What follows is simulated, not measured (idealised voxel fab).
process module | voxel spacer lines
cross-section cut | 275 nm wide | cells 5 nm
A cross-section is a grid of square cells, given in bands from the top down. A band is one or more rows of cells.
Each band's line starts with the height of the band's top and of its bottom, in nm. Then come its materials from left to right, each with its width in nm. One material with "throughout" fills the band from edge to edge. "air" is empty space.
Height 0 is the level under which the wafer as received is all one material. The lowest band goes on downwards, as in "0 down".
A width such as "30 to 40" changes by the same amount from each row of cells to the next, from the band's top row to its bottom row.
"no change" after a step means that no cell of the cross-section changed.
closed voids: empty space of 8 cells or more with no open way to the top, each as width x height at its distance from the left edge, in nm
after a step's settings: what the simulator itself notes on the step
overlay nm, on a step with a mask: how far to the right of its planned place the mask lay; to the left if negative
plan
1 op RECEIVE | material Si
2 op CONFORMAL_DEP | material Al2O3 | thk nm 5
3 op DIRECTIONAL_DEP | material W | thk nm 20
4 op DIRECTIONAL_DEP | material polySi | thk nm 20
5 op PATTERN | tone cover | mask id MANDREL | material resist | width nm 20 | pitch nm 60 | thk nm 25 | overlay nm 0
6 op DIRECTIONAL_ETCH | etch materials polySi | depth nm 20
7 op STRIP | etch materials resist
8 op CONFORMAL_DEP | material SiO2 | thk nm 10
9 op DIRECTIONAL_ETCH | etch materials SiO2 | depth nm 10
10 op STRIP | etch materials polySi
11 op DIRECTIONAL_ETCH | etch materials W | depth nm 20
12 op STRIP | etch materials SiO2
13 op FILL_DEP | material SiO2 | thk nm 5
14 op CMP | height nm 25
as received, after step 1
  0 down: Si throughout
  closed voids: none
a wafer at the end: this start, this plan, one mistake
  25 to 20: SiO2 throughout
  20 to 0: SiO2 85 | W 10 | SiO2 20 | W 10 | SiO2 20 | W 10 | SiO2 20 | W 10 | SiO2 90
  0 down: Si throughout
  closed voids: none
what went wrong: step 2 was left out
